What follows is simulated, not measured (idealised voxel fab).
process module | voxel double patterning
cross-section cut | 240 nm wide | cells 5 nm
A cross-section is a grid of square cells, given in bands from the top down. A band is one or more rows of cells.
Each band's line starts with the height of the band's top and of its bottom, in nm. Then come its materials from left to right, each with its width in nm. One material with "throughout" fills the band from edge to edge. "air" is empty space.
Height 0 is the level under which the wafer as received is all one material. The lowest band goes on downwards, as in "0 down".
A width such as "30 to 40" changes by the same amount from each row of cells to the next, from the band's top row to its bottom row.
"no change" after a step means that no cell of the cross-section changed.
closed voids: empty space of 8 cells or more with no open way to the top, each as width x height at its distance from the left edge, in nm
after a step's settings: what the simulator itself notes on the step
overlay nm, on a step with a mask: how far to the right of its planned place the mask lay; to the left if negative
plan
1 op RECEIVE | material Si
2 op CONFORMAL_DEP | material SiO2 | thk nm 10
3 op DIRECTIONAL_DEP | material polySi | thk nm 15
4 op DIRECTIONAL_DEP | material SiN | thk nm 10
5 op MASKED_ETCH | tone open | mask id FIRST | width nm 15 | pitch nm 50 | etch materials SiN | depth nm 10 | overlay nm 0
6 op MASKED_ETCH | tone open | mask id SECOND | width nm 15 | pitch nm 50 | etch materials SiN | depth nm 10 | overlay nm 0
7 op DIRECTIONAL_ETCH | etch materials polySi | depth nm 15
8 op STRIP | etch materials SiN
as received, after step 1
  0 down: Si throughout
  closed voids: none
first wafer at the end, as planned
  25 to 10: polySi 60 | air 15 | polySi 10 | air 15 | polySi 10 | air 15 | polySi 10 | air 15 | polySi 10 | air 15 | polySi 65
  10 to 0: SiO2 throughout
  0 down: Si throughout
  closed voids: none
second wafer at the end: like start, like plan, one mistake
  25 to 15: SiO2 throughout
  15 to 0: polySi throughout
  0 down: Si throughout
  closed voids: none
what went wrong: steps 2 and 3 were swapped
at the end the second wafer has, in cells: 45 more of polySi
